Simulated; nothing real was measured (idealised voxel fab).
process module | voxel fin reveal
cross-section cut | 240 nm wide | cells 5 nm
A cross-section is a grid of square cells, given in bands from the top down. A band is one or more rows of cells.
Each band's line starts with the height of the band's top and of its bottom, in nm. Then come its materials from left to right, each with its width in nm. One material with "throughout" fills the band from edge to edge. "air" is empty space.
Height 0 is the level under which the wafer as received is all one material. The lowest band goes on downwards, as in "0 down".
A width such as "30 to 40" changes by the same amount from each row of cells to the next, from the band's top row to its bottom row.
"no change" after a step means that no cell of the cross-section changed.
closed voids: empty space of 8 cells or more with no open way to the top, each as width x height at its distance from the left edge, in nm
after a step's settings: what the simulator itself notes on the step
overlay nm, on a step with a mask: how far to the right of its planned place the mask lay; to the left if negative
plan
1 op RECEIVE | material Si
2 op CONFORMAL_DEP | material SiN | thk nm 5
3 op MASKED_ETCH | tone cover | mask id FINS | width nm 15 | pitch nm 45 | etch materials SiN | depth nm 5 | overlay nm 0
4 op MASKED_ETCH | tone cover | mask id FINS | width nm 15 | pitch nm 45 | etch materials Si | depth nm 35 | overlay nm 0
5 op OXIDIZE | depth nm 5
6 op FILL_DEP | material SiO2 | thk nm 10
7 op CMP | height nm 5
8 op SELECTIVE_ETCH | etch materials SiO2 | depth nm 15
9 op STRIP | etch materials SiN
first wafer, as planned
as received, after step 1
  0 down: Si throughout
  closed voids: none
after step 2
  5 to 0: SiN throughout
  below 0: unchanged
after step 3
  5 to 0: air 45 | SiN 15 | air 30 | SiN 15 | air 30 | SiN 15 | air 30 | SiN 15 | air 45
  below 0: unchanged
after step 4
  5 to 0: air 45 | SiN 15 | air 30 | SiN 15 | air 30 | SiN 15 | air 30 | SiN 15 | air 45
  0 to -35: air 45 | Si 15 | air 30 | Si 15 | air 30 | Si 15 | air 30 | Si 15 | air 45
  below -35: unchanged
after step 5
  5 to 0: air 45 | SiN 15 | air 30 | SiN 15 | air 30 | SiN 15 | air 30 | SiN 15 | air 45
  0 to -35: air 45 | SiO2 5 | Si 5 | SiO2 5 | air 30 | SiO2 5 | Si 5 | SiO2 5 | air 30 | SiO2 5 | Si 5 | SiO2 5 | air 30 | SiO2 5 | Si 5 | SiO2 5 | air 45
  -35 to -40: SiO2 50 | Si 5 | SiO2 40 | Si 5 | SiO2 40 | Si 5 | SiO2 40 | Si 5 | SiO2 50
  below -40: unchanged
after step 6
  15 to 5: SiO2 throughout
  5 to 0: SiO2 45 | SiN 15 | SiO2 30 | SiN 15 | SiO2 30 | SiN 15 | SiO2 30 | SiN 15 | SiO2 45
  0 to -40: SiO2 50 | Si 5 | SiO2 40 | Si 5 | SiO2 40 | Si 5 | SiO2 40 | Si 5 | SiO2 50
  below -40: unchanged
after step 7
  5 to 0: SiO2 45 | SiN 15 | SiO2 30 | SiN 15 | SiO2 30 | SiN 15 | SiO2 30 | SiN 15 | SiO2 45
  below 0: unchanged
after step 8
  5 to 0: air 45 | SiN 15 | air 30 | SiN 15 | air 30 | SiN 15 | air 30 | SiN 15 | air 45
  0 to -10: air 50 | Si 5 | air 40 | Si 5 | air 40 | Si 5 | air 40 | Si 5 | air 50
  below -10: unchanged
after step 9
  0 to -10: air 50 | Si 5 | air 40 | Si 5 | air 40 | Si 5 | air 40 | Si 5 | air 50
  below -10: unchanged
second wafer: like start, like plan, one mistake. Through step 8 it matches the first wafer
when step 9 should have ended: no change
what went wrong: step 9 was left out
at the end the second wafer has, in cells: 12 more of SiN
